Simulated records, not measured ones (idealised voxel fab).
process module | voxel wiring stack
We display cut, a cross-section 195 nm in width whose square cells are each 5 nm.
A cross-section is written here as square cells arranged in a grid, and it is given in bands from the top down, each band taking up one or more rows of cells.
Within each band entry, the heights of the top and of the bottom of the band appear first, in that order and in nm; the materials of the band then follow from left to right, each with its corresponding width in nm. The designation "full width" on a single material indicates that it fills the band from edge to edge; the designation "blank" indicates empty space.
Below 0: as-received wafer, all one material; heights counted from there. Lowest band: no bottom, goes on down, written "0..down".
Read "30 to 40" as a graded width: first number on top, second number at the bottom, same change between each pair of neighbouring rows.
What does "no change" mean for a step? It means no cell of the cross-section changed in that step.
What "Internal closed voids" gives you is every empty space of 8 cells or more that is cut off from the top. Each appears as width x height at distance, with the distance taken from the left edge and width, height and distance all in nm.
Step line, after settings: the simulator's comment on this step.
overlay nm: on a step with a mask, how far right of its planned place the mask lay; negative means left.

The process steps that were planned are listed below:
step 1: RECEIVE [material Si]
step 2: CONFORMAL_DEP [material SiO2] [thk nm 15]
step 3: CONFORMAL_DEP [material SiN] [thk nm 5]
step 4: DIRECTIONAL_DEP [material lowk] [thk nm 15]
step 5: PATTERN [tone open] [mask id METAL_1] [material resist] [width nm 30] [pitch nm 45] [thk nm 15] [overlay nm 0]
step 6: DIRECTIONAL_ETCH [etch materials lowk] [depth nm 15]
step 7: DIRECTIONAL_ETCH [etch materials SiN] [depth nm 5]
step 8: STRIP [etch materials resist]
step 9: CONFORMAL_DEP [material TiN] [thk nm 5]
step 10: FILL_DEP [material Cu] [thk nm 10]
step 11: CMP [height nm 35]
step 12: EPI [material Ru] [thk nm 5]
step 13: FILL_DEP [material SiCN] [thk nm 5]
step 14: DIRECTIONAL_DEP [material lowk] [thk nm 15]
step 15: PATTERN [tone open] [mask id PLUG_1] [material resist] [width nm 15] [pitch nm 45] [thk nm 15] [overlay nm 0]
step 16: DIRECTIONAL_ETCH [etch materials lowk] [depth nm 15]
step 17: DIRECTIONAL_ETCH [etch materials SiCN] [depth nm 5]
step 18: STRIP [etch materials resist]
step 19: EPI [material Ru] [thk nm 10]
step 20: EPI [material Ru] [thk nm 10]
step 21: DIRECTIONAL_DEP [material TiN] [thk nm 5]
step 22: DIRECTIONAL_DEP [material Ru] [thk nm 20]
step 23: MASKED_ETCH [tone cover] [mask id METAL_2] [width nm 30] [pitch nm 45] [etch materials Ru] [depth nm 20] [overlay nm 0]
step 24: MASKED_ETCH [tone cover] [mask id METAL_2] [width nm 30] [pitch nm 45] [etch materials TiN] [depth nm 5] [overlay nm 0]
step 25: FILL_DEP [material SiO2] [thk nm 5]
step 26: CMP [height nm 85]
step 27: CONFORMAL_DEP [material SiCN] [thk nm 5]
step 28: DIRECTIONAL_DEP [material SiO2] [thk nm 30]
step 29: PATTERN [tone open] [mask id METAL_3] [material resist] [width nm 30] [pitch nm 45] [thk nm 15] [overlay nm 0]
step 30: DIRECTIONAL_ETCH [etch materials SiO2] [depth nm 20]
step 31: STRIP [etch materials resist]
step 32: PATTERN [tone open] [mask id METAL_3_HOLES] [material resist] [width nm 15] [pitch nm 90] [thk nm 15] [overlay nm 0]
step 33: DIRECTIONAL_ETCH [etch materials SiO2] [depth nm 10]
step 34: DIRECTIONAL_ETCH [etch materials SiCN] [depth nm 5]
step 35: STRIP [etch materials resist]
step 36: CONFORMAL_DEP [material TiN] [thk nm 5]
step 37: FILL_DEP [material Cu] [thk nm 10]
step 38: CMP [height nm 120]
step 39: CONFORMAL_DEP [material SiCN] [thk nm 5]

So, the first of our two wafers, run just as we planned it:

Cross-section, incoming material, after step 1:
	0..down = Si full width
	Internal closed voids: none

After step 2, in cross-section:
	15..0 = SiO2 full width
	Nothing below the height 0 has changed.

After step 3, in cross-section:
	20..15 = SiN full width
	Nothing below the height 15 has changed.

After step 4, in cross-section:
	35..20 = lowk full width
	Nothing below the height 20 has changed.

After step 5, in cross-section:
	50..35 = 15 resist  30 blank  15 resist  30 blank  15 resist  30 blank  15 resist  30 blank  15 resist
	Nothing below the height 35 has changed.

After step 6, in cross-section:
	50..35 = 15 resist  30 blank  15 resist  30 blank  15 resist  30 blank  15 resist  30 blank  15 resist
	35..20 = 15 lowk  30 blank  15 lowk  30 blank  15 lowk  30 blank  15 lowk  30 blank  15 lowk
	Nothing below the height 20 has changed.

After step 7, in cross-section:
	50..35 = 15 resist  30 blank  15 resist  30 blank  15 resist  30 blank  15 resist  30 blank  15 resist
	35..20 = 15 lowk  30 blank  15 lowk  30 blank  15 lowk  30 blank  15 lowk  30 blank  15 lowk
	20..15 = 15 SiN  30 blank  15 SiN  30 blank  15 SiN  30 blank  15 SiN  30 blank  15 SiN
	Nothing below the height 15 has changed.

After step 8, in cross-section:
	35..20 = 15 lowk  30 blank  15 lowk  30 blank  15 lowk  30 blank  15 lowk  30 blank  15 lowk
	Nothing below the height 20 has changed.

After step 9, in cross-section:
	40..35 = 20 TiN  20 blank  25 TiN  20 blank  25 TiN  20 blank  25 TiN  20 blank  20 TiN
	35..20 = 15 lowk  5 TiN  20 blank  5 TiN  15 lowk  5 TiN  20 blank  5 TiN  15 lowk  5 TiN  20 blank  5 TiN  15 lowk  5 TiN  20 blank  5 TiN  15 lowk
	20..15 = 15 SiN  30 TiN  15 SiN  30 TiN  15 SiN  30 TiN  15 SiN  30 TiN  15 SiN
	Nothing below the height 15 has changed.

After step 10, in cross-section:
	50..40 = Cu full width
	40..35 = 20 TiN  20 Cu  25 TiN  20 Cu  25 TiN  20 Cu  25 TiN  20 Cu  20 TiN
	35..20 = 15 lowk  5 TiN  20 Cu  5 TiN  15 lowk  5 TiN  20 Cu  5 TiN  15 lowk  5 TiN  20 Cu  5 TiN  15 lowk  5 TiN  20 Cu  5 TiN  15 lowk
	Nothing below the height 20 has changed.

After step 11, in cross-section:
	35..20 = 15 lowk  5 TiN  20 Cu  5 TiN  15 lowk  5 TiN  20 Cu  5 TiN  15 lowk  5 TiN  20 Cu  5 TiN  15 lowk  5 TiN  20 Cu  5 TiN  15 lowk
	Nothing below the height 20 has changed.

After step 12, in cross-section:
	40..35 = 10 blank  40 Ru  5 blank  40 Ru  5 blank  40 Ru  5 blank  40 Ru  10 blank
	Nothing below the height 35 has changed.

After step 13, in cross-section:
	45..40 = SiCN full width
	40..35 = 10 SiCN  40 Ru  5 SiCN  40 Ru  5 SiCN  40 Ru  5 SiCN  40 Ru  10 SiCN
	Nothing below the height 35 has changed.

After step 14, in cross-section:
	60..45 = lowk full width
	Nothing below the height 45 has changed.

After step 15, in cross-section:
	75..60 = 15 resist  15 blank  30 resist  15 blank  30 resist  15 blank  30 resist  15 blank  30 resist
	Nothing below the height 60 has changed.

After step 16, in cross-section:
	75..60 = 15 resist  15 blank  30 resist  15 blank  30 resist  15 blank  30 resist  15 blank  30 resist
	60..45 = 15 lowk  15 blank  30 lowk  15 blank  30 lowk  15 blank  30 lowk  15 blank  30 lowk
	Nothing below the height 45 has changed.

After step 17, in cross-section:
	75..60 = 15 resist  15 blank  30 resist  15 blank  30 resist  15 blank  30 resist  15 blank  30 resist
	60..45 = 15 lowk  15 blank  30 lowk  15 blank  30 lowk  15 blank  30 lowk  15 blank  30 lowk
	45..40 = 15 SiCN  15 blank  30 SiCN  15 blank  30 SiCN  15 blank  30 SiCN  15 blank  30 SiCN
	Nothing below the height 40 has changed.

After step 18, in cross-section:
	60..45 = 15 lowk  15 blank  30 lowk  15 blank  30 lowk  15 blank  30 lowk  15 blank  30 lowk
	Nothing below the height 45 has changed.

After step 19, in cross-section:
	60..50 = 15 lowk  15 blank  30 lowk  15 blank  30 lowk  15 blank  30 lowk  15 blank  30 lowk
	50..45 = 15 lowk  15 Ru  30 lowk  15 Ru  30 lowk  15 Ru  30 lowk  15 Ru  30 lowk
	45..35 = 15 to 10 SiCN  15 to 40 Ru  30 to 5 SiCN  15 to 40 Ru  30 to 5 SiCN  15 to 40 Ru  30 to 5 SiCN  15 to 40 Ru  30 to 10 SiCN
	Nothing below the height 35 has changed.

After step 20, in cross-section:
	60..45 = 15 lowk  15 Ru  30 lowk  15 Ru  30 lowk  15 Ru  30 lowk  15 Ru  30 lowk
	Nothing below the height 45 has changed.

After step 21, in cross-section:
	65..60 = TiN full width
	Nothing below the height 60 has changed.

After step 22, in cross-section:
	85..65 = Ru full width
	Nothing below the height 65 has changed.

After step 23, in cross-section:
	85..65 = 15 blank  30 Ru  15 blank  30 Ru  15 blank  30 Ru  15 blank  30 Ru  15 blank
	Nothing below the height 65 has changed.

After step 24, in cross-section:
	85..65 = 15 blank  30 Ru  15 blank  30 Ru  15 blank  30 Ru  15 blank  30 Ru  15 blank
	65..60 = 15 blank  30 TiN  15 blank  30 TiN  15 blank  30 TiN  15 blank  30 TiN  15 blank
	Nothing below the height 60 has changed.

After step 25, in cross-section:
	90..85 = SiO2 full width
	85..65 = 15 SiO2  30 Ru  15 SiO2  30 Ru  15 SiO2  30 Ru  15 SiO2  30 Ru  15 SiO2
	65..60 = 15 SiO2  30 TiN  15 SiO2  30 TiN  15 SiO2  30 TiN  15 SiO2  30 TiN  15 SiO2
	Nothing below the height 60 has changed.

After step 26, in cross-section:
	85..65 = 15 SiO2  30 Ru  15 SiO2  30 Ru  15 SiO2  30 Ru  15 SiO2  30 Ru  15 SiO2
	Nothing below the height 65 has changed.

After step 27, in cross-section:
	90..85 = SiCN full width
	Nothing below the height 85 has changed.

After step 28, in cross-section:
	120..90 = SiO2 full width
	Nothing below the height 90 has changed.

After step 29, in cross-section:
	135..120 = 15 resist  30 blank  15 resist  30 blank  15 resist  30 blank  15 resist  30 blank  15 resist
	Nothing below the height 120 has changed.

After step 30, in cross-section:
	135..120 = 15 resist  30 blank  15 resist  30 blank  15 resist  30 blank  15 resist  30 blank  15 resist
	120..100 = 15 SiO2  30 blank  15 SiO2  30 blank  15 SiO2  30 blank  15 SiO2  30 blank  15 SiO2
	Nothing below the height 100 has changed.

After step 31, in cross-section:
	120..100 = 15 SiO2  30 blank  15 SiO2  30 blank  15 SiO2  30 blank  15 SiO2  30 blank  15 SiO2
	Nothing below the height 100 has changed.

After step 32, in cross-section:
	135..120 = 15 resist  15 blank  75 resist  15 blank  75 resist
	120..100 = 15 SiO2  15 blank  15 resist  15 SiO2  30 resist  15 SiO2  15 blank  15 resist  15 SiO2  30 resist  15 SiO2
	Nothing below the height 100 has changed.

After step 33, in cross-section:
	135..120 = 15 resist  15 blank  75 resist  15 blank  75 resist
	120..100 = 15 SiO2  15 blank  15 resist  15 SiO2  30 resist  15 SiO2  15 blank  15 resist  15 SiO2  30 resist  15 SiO2
	100..90 = 15 SiO2  15 blank  75 SiO2  15 blank  75 SiO2
	Nothing below the height 90 has changed.

After step 34, in cross-section:
	135..120 = 15 resist  15 blank  75 resist  15 blank  75 resist
	120..100 = 15 SiO2  15 blank  15 resist  15 SiO2  30 resist  15 SiO2  15 blank  15 resist  15 SiO2  30 resist  15 SiO2
	100..90 = 15 SiO2  15 blank  75 SiO2  15 blank  75 SiO2
	90..85 = 15 SiCN  15 blank  75 SiCN  15 blank  75 SiCN
	Nothing below the height 85 has changed.

After step 35, in cross-section:
	120..100 = 15 SiO2  30 blank  15 SiO2  30 blank  15 SiO2  30 blank  15 SiO2  30 blank  15 SiO2
	Nothing below the height 100 has changed.

After step 36, in cross-section:
	125..120 = 20 TiN  20 blank  25 TiN  20 blank  25 TiN  20 blank  25 TiN  20 blank  20 TiN
	120..105 = 15 SiO2  5 TiN  20 blank  5 TiN  15 SiO2  5 TiN  20 blank  5 TiN  15 SiO2  5 TiN  20 blank  5 TiN  15 SiO2  5 TiN  20 blank  5 TiN  15 SiO2
	105..100 = 15 SiO2  5 TiN  5 blank  20 TiN  15 SiO2  30 TiN  15 SiO2  5 TiN  5 blank  20 TiN  15 SiO2  30 TiN  15 SiO2
	100..90 = 15 SiO2  5 TiN  5 blank  5 TiN  75 SiO2  5 TiN  5 blank  5 TiN  75 SiO2
	90..85 = 15 SiCN  15 TiN  75 SiCN  15 TiN  75 SiCN
	Nothing below the height 85 has changed.

After step 37, in cross-section:
	135..125 = Cu full width
	125..120 = 20 TiN  20 Cu  25 TiN  20 Cu  25 TiN  20 Cu  25 TiN  20 Cu  20 TiN
	120..105 = 15 SiO2  5 TiN  20 Cu  5 TiN  15 SiO2  5 TiN  20 Cu  5 TiN  15 SiO2  5 TiN  20 Cu  5 TiN  15 SiO2  5 TiN  20 Cu  5 TiN  15 SiO2
	105..100 = 15 SiO2  5 TiN  5 Cu  20 TiN  15 SiO2  30 TiN  15 SiO2  5 TiN  5 Cu  20 TiN  15 SiO2  30 TiN  15 SiO2
	100..90 = 15 SiO2  5 TiN  5 Cu  5 TiN  75 SiO2  5 TiN  5 Cu  5 TiN  75 SiO2
	Nothing below the height 90 has changed.

After step 38, in cross-section:
	120..105 = 15 SiO2  5 TiN  20 Cu  5 TiN  15 SiO2  5 TiN  20 Cu  5 TiN  15 SiO2  5 TiN  20 Cu  5 TiN  15 SiO2  5 TiN  20 Cu  5 TiN  15 SiO2
	Nothing below the height 105 has changed.

After step 39, in cross-section:
	125..120 = SiCN full width
	Nothing below the height 120 has changed.

Companion wafer, the second of two: same beginning, same intended sequence, one mistake in carrying it out; through step 31 inclusive it tracks the first exactly:

Second wafer profile in section, at the moment step 32 of the plan was meant to be complete:
	135..120 = 15 resist  20 blank  70 resist  20 blank  70 resist
	120..100 = 15 SiO2  20 blank  10 resist  15 SiO2  30 resist  15 SiO2  20 blank  10 resist  15 SiO2  30 resist  15 SiO2
	Nothing below the height 100 has changed.

Second wafer profile in section, at the moment step 33 of the plan was meant to be complete:
	135..120 = 15 resist  20 blank  70 resist  20 blank  70 resist
	120..100 = 15 SiO2  20 blank  10 resist  15 SiO2  30 resist  15 SiO2  20 blank  10 resist  15 SiO2  30 resist  15 SiO2
	100..90 = 15 SiO2  20 blank  70 SiO2  20 blank  70 SiO2
	Nothing below the height 90 has changed.

Second wafer profile in section, at the moment step 34 of the plan was meant to be complete:
	135..120 = 15 resist  20 blank  70 resist  20 blank  70 resist
	120..100 = 15 SiO2  20 blank  10 resist  15 SiO2  30 resist  15 SiO2  20 blank  10 resist  15 SiO2  30 resist  15 SiO2
	100..90 = 15 SiO2  20 blank  70 SiO2  20 blank  70 SiO2
	90..85 = 15 SiCN  20 blank  70 SiCN  20 blank  70 SiCN
	Nothing below the height 85 has changed.

Second wafer profile in section, at the moment step 35 of the plan was meant to be complete:
	120..100 = 15 SiO2  30 blank  15 SiO2  30 blank  15 SiO2  30 blank  15 SiO2  30 blank  15 SiO2
	Nothing below the height 100 has changed.

Second wafer profile in section, at the moment step 36 of the plan was meant to be complete:
	125..120 = 20 TiN  20 blank  25 TiN  20 blank  25 TiN  20 blank  25 TiN  20 blank  20 TiN
	120..105 = 15 SiO2  5 TiN  20 blank  5 TiN  15 SiO2  5 TiN  20 blank  5 TiN  15 SiO2  5 TiN  20 blank  5 TiN  15 SiO2  5 TiN  20 blank  5 TiN  15 SiO2
	105..100 = 15 SiO2  5 TiN  10 blank  15 TiN  15 SiO2  30 TiN  15 SiO2  5 TiN  10 blank  15 TiN  15 SiO2  30 TiN  15 SiO2
	100..90 = 15 SiO2  5 TiN  10 blank  5 TiN  70 SiO2  5 TiN  10 blank  5 TiN  70 SiO2
	90..85 = 15 SiCN  20 TiN  70 SiCN  20 TiN  70 SiCN
	Nothing below the height 85 has changed.

Second wafer profile in section, at the moment step 37 of the plan was meant to be complete:
	135..125 = Cu full width
	125..120 = 20 TiN  20 Cu  25 TiN  20 Cu  25 TiN  20 Cu  25 TiN  20 Cu  20 TiN
	120..105 = 15 SiO2  5 TiN  20 Cu  5 TiN  15 SiO2  5 TiN  20 Cu  5 TiN  15 SiO2  5 TiN  20 Cu  5 TiN  15 SiO2  5 TiN  20 Cu  5 TiN  15 SiO2
	105..100 = 15 SiO2  5 TiN  10 Cu  15 TiN  15 SiO2  30 TiN  15 SiO2  5 TiN  10 Cu  15 TiN  15 SiO2  30 TiN  15 SiO2
	100..90 = 15 SiO2  5 TiN  10 Cu  5 TiN  70 SiO2  5 TiN  10 Cu  5 TiN  70 SiO2
	Nothing below the height 90 has changed.

Second wafer profile in section, at the moment step 38 of the plan was meant to be complete:
	120..105 = 15 SiO2  5 TiN  20 Cu  5 TiN  15 SiO2  5 TiN  20 Cu  5 TiN  15 SiO2  5 TiN  20 Cu  5 TiN  15 SiO2  5 TiN  20 Cu  5 TiN  15 SiO2
	Nothing below the height 105 has changed.

Second wafer profile in section, at the moment step 39 of the plan was meant to be complete:
	125..120 = SiCN full width
	Nothing below the height 120 has changed.
Finding, execution versus plan: step 32 went in with a setting other than planned; the actual run was PATTERN [tone open] [mask id METAL_3_HOLES] [material resist] [width nm 20] [pitch nm 90] [thk nm 15] [overlay nm 0]
In the final state, the cell counts of the second wafer exceed or fall short of those of the first for the following materials: Cu +6, SiCN -2, SiO2 -4
